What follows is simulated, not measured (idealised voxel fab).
You're looking at the process module voxel fin reveal.
295 nm wide, 5 nm square cells: that's cross-section cut.
Cross-section, as written here: a square-cell grid given band by band from the top down, where a band holds one or more rows of cells. What a band's entry tells you: where the top is and where the bottom is, as heights in nm, and after that what lies inside, material by material from left to right, each with its width in nm. Empty space is written as the word "empty", and a single material marked with the word "edge to edge" occupies the band from edge to edge. It should be noted that heights are counted from 0, beneath which the wafer as supplied is of one material throughout, and that the lowest band possesses no lower boundary but continues downward, as written in "z 0 and below". So if you see something like "30 to 40" for the width, read it as the top row of the band sitting at the first number and the bottom row at the second, with every row in between moving by the same amount as the last. You'll sometimes find "left unchanged" written for a step, and that's the way of saying that nowhere in the cross-section did a cell change during that step. Under "Voids, enclosed" you'll find the enclosed gaps, the ones with no way out to the top, that are 8 cells or bigger; each reads width x height at distance, with distance counted from the left edge, everything in nm. On a step's line, text after the settings is the simulator commenting on that step. "overlay nm", when on a step's line for a step with a mask, measures how far to the right of its planned place the mask lay; a negative measure means to the left.

# The following list gives the planned process steps
1) RECEIVE [material Si]
2) CONFORMAL_DEP [material SiN] [thk nm 5]
3) MASKED_ETCH [tone cover] [mask id FINS] [width nm 15] [pitch nm 45] [etch materials SiN] [depth nm 5] [overlay nm 0]
4) MASKED_ETCH [tone cover] [mask id FINS] [width nm 15] [pitch nm 45] [etch materials Si] [depth nm 30] [overlay nm 0]
5) OXIDIZE [depth nm 5]
6) FILL_DEP [material SiO2] [thk nm 5]
7) CMP [height nm 5]
8) SELECTIVE_ETCH [etch materials SiO2] [depth nm 25]
9) STRIP [etch materials SiN]

# As-received wafer cross-section (after step 1)
	z 0 and below | Si edge to edge
	Voids, enclosed: none

# Here's the cross-section of the first of our two wafers at the end of the module - it ran as planned
	z 0 to -20 | empty (100), Si (5), empty (40), Si (5), empty (40), Si (5), empty (100)
	z -20 to -35 | SiO2 (100), Si (5), SiO2 (40), Si (5), SiO2 (40), Si (5), SiO2 (100)
	z -35 and below | Si edge to edge
	Voids, enclosed: none

# End of module, second wafer, cross-section. Started like the first, planned like the first, run with one mistake
	z 0 to -5 | empty (100), Si (5), empty (40), Si (5), empty (40), Si (5), empty (100)
	z -5 to -20 | empty (90), Si (15), empty (30), Si (15), empty (30), Si (15), empty (100)
	z -20 to -35 | SiO2 (90), Si (15), SiO2 (30), Si (15), SiO2 (30), Si (15), SiO2 (100)
	z -35 and below | Si edge to edge
	Voids, enclosed: none
Misprocessing identified: in deviation from the planned setting, step 4 was conducted as MASKED_ETCH [tone cover] [mask id FINS] [width nm 15] [pitch nm 45] [etch materials Si] [depth nm 30] [overlay nm -10]
Cell-count delta at end, second wafer over first, by material: Si: 36 more | SiO2: 18 fewer
